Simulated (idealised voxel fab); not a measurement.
process module | voxel self aligned contacts
cross-section cut | 230 nm wide | cells 5 nm
A cross-section is a grid of square cells, given in bands from the top down. A band is one or more rows of cells.
Each band's line starts with the height of the band's top and of its bottom, in nm. Then come its materials from left to right, each with its width in nm. One material with "throughout" fills the band from edge to edge. "air" is empty space.
Height 0 is the level under which the wafer as received is all one material. The lowest band goes on downwards, as in "0 down".
A width such as "30 to 40" changes by the same amount from each row of cells to the next, from the band's top row to its bottom row.
"no change" after a step means that no cell of the cross-section changed.
closed voids: empty space of 8 cells or more with no open way to the top, each as width x height at its distance from the left edge, in nm
after a step's settings: what the simulator itself notes on the step
overlay nm, on a step with a mask: how far to the right of its planned place the mask lay; to the left if negative
plan
1 op RECEIVE | material Si
2 op OXIDIZE | depth nm 5
3 op DIRECTIONAL_DEP | material polySi | thk nm 30
4 op DIRECTIONAL_DEP | material SiN | thk nm 20
5 op PATTERN | tone cover | mask id GATE | material resist | width nm 35 | pitch nm 70 | thk nm 20 | overlay nm 0
6 op DIRECTIONAL_ETCH | etch materials SiN | depth nm 20
7 op DIRECTIONAL_ETCH | etch materials polySi | depth nm 30
8 op STRIP | etch materials resist
9 op CONFORMAL_DEP | material SiN | thk nm 5
10 op DIRECTIONAL_ETCH | etch materials SiN | depth nm 5
11 op FILL_DEP | material SiO2 | thk nm 20
12 op CMP | height nm 60
13 op MASKED_ETCH | tone open | mask id CONTACT | width nm 55 | etch materials SiO2 | depth nm 65 | overlay nm 0
14 op CONFORMAL_DEP | material TiN | thk nm 5
15 op FILL_DEP | material W | thk nm 5
16 op CMP | height nm 60
17 op CONFORMAL_DEP | material SiN | thk nm 5
as received, after step 1
  0 down: Si throughout
  closed voids: none
first wafer at the end, as planned
  65 to 60: SiN throughout
  60 to 50: SiO2 85 | TiN 5 to 20 | W 45 to 15 | TiN 5 to 20 | SiO2 90
  50 to 30: SiO2 55 | SiN 45 | TiN 5 | W 15 | TiN 5 | SiN 45 | SiO2 60
  30 to 0: SiO2 55 | SiN 5 | polySi 35 | SiN 5 | TiN 5 | W 15 | TiN 5 | SiN 5 | polySi 35 | SiN 5 | SiO2 60
  0 to -5: SiO2 100 | TiN 25 | SiO2 105
  -5 down: Si throughout
  closed voids: none
second wafer at the end: like start, like plan, one mistake
  65 to 60: SiN throughout
  60 to 35: SiO2 55 | SiN 5 | polySi 35 | SiN 5 | TiN 5 | W 15 | TiN 5 | SiN 5 | polySi 35 | SiN 5 | SiO2 60
  35 to 30: SiO2 55 | SiN 5 | polySi 35 | SiN 5 | TiN 25 | SiN 5 | polySi 35 | SiN 5 | SiO2 60
  30 to 0: polySi throughout
  0 to -5: SiO2 throughout
  -5 down: Si throughout
  closed voids: none
what went wrong: step 3 was run twice
at the end the second wafer has, in cells: 72 fewer of SiN | 157 fewer of SiO2 | 20 fewer of TiN | 27 fewer of W | 276 more of polySi
